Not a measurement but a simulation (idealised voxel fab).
process module | voxel lift off
cross-section cut | 245 nm wide | cells 5 nm
A cross-section is a grid of square cells, given in bands from the top down. A band is one or more rows of cells.
Each band's line starts with the height of the band's top and of its bottom, in nm. Then come its materials from left to right, each with its width in nm. One material with "throughout" fills the band from edge to edge. "air" is empty space.
Height 0 is the level under which the wafer as received is all one material. The lowest band goes on downwards, as in "0 down".
A width such as "30 to 40" changes by the same amount from each row of cells to the next, from the band's top row to its bottom row.
"no change" after a step means that no cell of the cross-section changed.
closed voids: empty space of 8 cells or more with no open way to the top, each as width x height at its distance from the left edge, in nm
after a step's settings: what the simulator itself notes on the step
overlay nm, on a step with a mask: how far to the right of its planned place the mask lay; to the left if negative
plan
1 op RECEIVE | material Si
2 op CONFORMAL_DEP | material SiO2 | thk nm 5
3 op PATTERN | tone open | mask id LINES | material resist | width nm 30 | pitch nm 55 | thk nm 20 | overlay nm 0
4 op DIRECTIONAL_DEP | material Ru | thk nm 10
5 op STRIP | etch materials resist
6 op CONFORMAL_DEP | material SiO2 | thk nm 5
first wafer, as planned
as received, after step 1
  0 down: Si throughout
  closed voids: none
after step 2
  5 to 0: SiO2 throughout
  below 0: unchanged
after step 3
  25 to 5: resist 80 | air 30 | resist 25 | air 30 | resist 80
  below 5: unchanged
after step 4
  35 to 25: Ru 80 | air 30 | Ru 25 | air 30 | Ru 80
  25 to 15: resist 80 | air 30 | resist 25 | air 30 | resist 80
  15 to 5: resist 80 | Ru 30 | resist 25 | Ru 30 | resist 80
  below 5: unchanged
after step 5
  15 to 5: air 80 | Ru 30 | air 25 | Ru 30 | air 80
  below 5: unchanged
after step 6
  20 to 15: air 75 | SiO2 40 | air 15 | SiO2 40 | air 75
  15 to 10: air 75 | SiO2 5 | Ru 30 | SiO2 5 | air 15 | SiO2 5 | Ru 30 | SiO2 5 | air 75
  10 to 5: SiO2 80 | Ru 30 | SiO2 25 | Ru 30 | SiO2 80
  below 5: unchanged
second wafer: like start, like plan, one mistake. Through step 1 it matches the first wafer
when step 2 should have ended
  5 to 0: Ru throughout
  below 0: unchanged
when step 3 should have ended
  25 to 5: resist 80 | air 30 | resist 25 | air 30 | resist 80
  below 5: unchanged
when step 4 should have ended
  35 to 25: Ru 80 | air 30 | Ru 25 | air 30 | Ru 80
  25 to 15: resist 80 | air 30 | resist 25 | air 30 | resist 80
  15 to 5: resist 80 | Ru 30 | resist 25 | Ru 30 | resist 80
  below 5: unchanged
when step 5 should have ended
  15 to 5: air 80 | Ru 30 | air 25 | Ru 30 | air 80
  below 5: unchanged
when step 6 should have ended
  20 to 15: air 75 | SiO2 40 | air 15 | SiO2 40 | air 75
  15 to 10: air 75 | SiO2 5 | Ru 30 | SiO2 5 | air 15 | SiO2 5 | Ru 30 | SiO2 5 | air 75
  10 to 5: SiO2 80 | Ru 30 | SiO2 25 | Ru 30 | SiO2 80
  below 5: unchanged
what went wrong: step 2 ran as: op CONFORMAL_DEP | material Ru | thk nm 5
at the end the second wafer has, in cells: 49 more of Ru | 49 fewer of SiO2
